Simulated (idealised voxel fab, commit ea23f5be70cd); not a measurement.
Name of the process module below: voxel ribs on slabs
220 nm wide, 5 nm square cells: that's cross-section cut.
The cross-sections in this document take the form of a grid made of square cells. They are written out as bands, in order from top to bottom. Each band consists of one or more rows of cells.
This entry defines a band. It first specifies the height of the band's top and the height of its bottom in nm, and then specifies the band's materials from left to right, stating each material with its width in nm. The word "everywhere" identifies a single material that fills the band from edge to edge, while the word "air" identifies empty space.
Below 0: as-received wafer, all one material; heights counted from there. Lowest band: no bottom, goes on down, written "0 nm and below".
Top row gets the first number, bottom row gets the second, and each row in between changes by the same step: that is how a band width like "30 to 40" works.
Step note "nothing was modified" = no cross-section cell changed.
"Enclosed empty spaces" lists enclosed empty spaces (at least 8 cells, no open path upward to the top), each as width x height at distance from the left edge, in nm.
On each step's line, the part that comes after the settings is the simulator's own comment on the step.
Regarding "overlay nm": on a step with a mask, it is the distance the mask lay to the right of its planned place; a negative value places it to the left.
The steps planned for the process are as follows:
1 RECEIVE with material Si
2 DIRECTIONAL_DEP with material SiO2, thk nm 20
3 DIRECTIONAL_DEP with material polySi, thk nm 25
4 PATTERN with tone cover, mask id RIB, material resist, width nm 25, thk nm 20, overlay nm 0
5 DIRECTIONAL_ETCH with etch materials polySi, depth nm 5
6 STRIP with etch materials resist
7 MASKED_ETCH with tone cover, mask id SLAB, width nm 75, etch materials polySi, depth nm 20, overlay nm 0
8 FILL_DEP with material SiO2, thk nm 20
9 CMP with height nm 55
10 DIRECTIONAL_DEP with material W, thk nm 10
11 DIRECTIONAL_DEP with material aC, thk nm 10
12 PATTERN with tone cover, mask id HEATER, material resist, width nm 25, thk nm 30, overlay nm 0
13 DIRECTIONAL_ETCH with etch materials aC, depth nm 10
14 STRIP with etch materials resist
15 DIRECTIONAL_ETCH with etch materials W, depth nm 10
16 STRIP with etch materials aC
17 CONFORMAL_DEP with material SiN, thk nm 5
Wafers differ in width nm at step 12; plan lists the first wafer's value; identical starting state.
First wafer of several, as received: cross-section after step 1:
	0 nm and below | Si everywhere
	Enclosed empty spaces: none
Per wafer (row), end of module: delta in cells per material since receipt, (+) for gained, (-) for lost; closed voids after that:
width nm 25; +48 SiN; +419 SiO2; +10 W; +65 polySi; Enclosed empty spaces: none
width nm 30; +48 SiN; +419 SiO2; +12 W; +65 polySi; Enclosed empty spaces: none
width nm 35; +48 SiN; +419 SiO2; +14 W; +65 polySi; Enclosed empty spaces: none
width nm 40; +48 SiN; +419 SiO2; +16 W; +65 polySi; Enclosed empty spaces: none
width nm 45; +48 SiN; +419 SiO2; +18 W; +65 polySi; Enclosed empty spaces: none
width nm 50; +48 SiN; +419 SiO2; +20 W; +65 polySi; Enclosed empty spaces: none
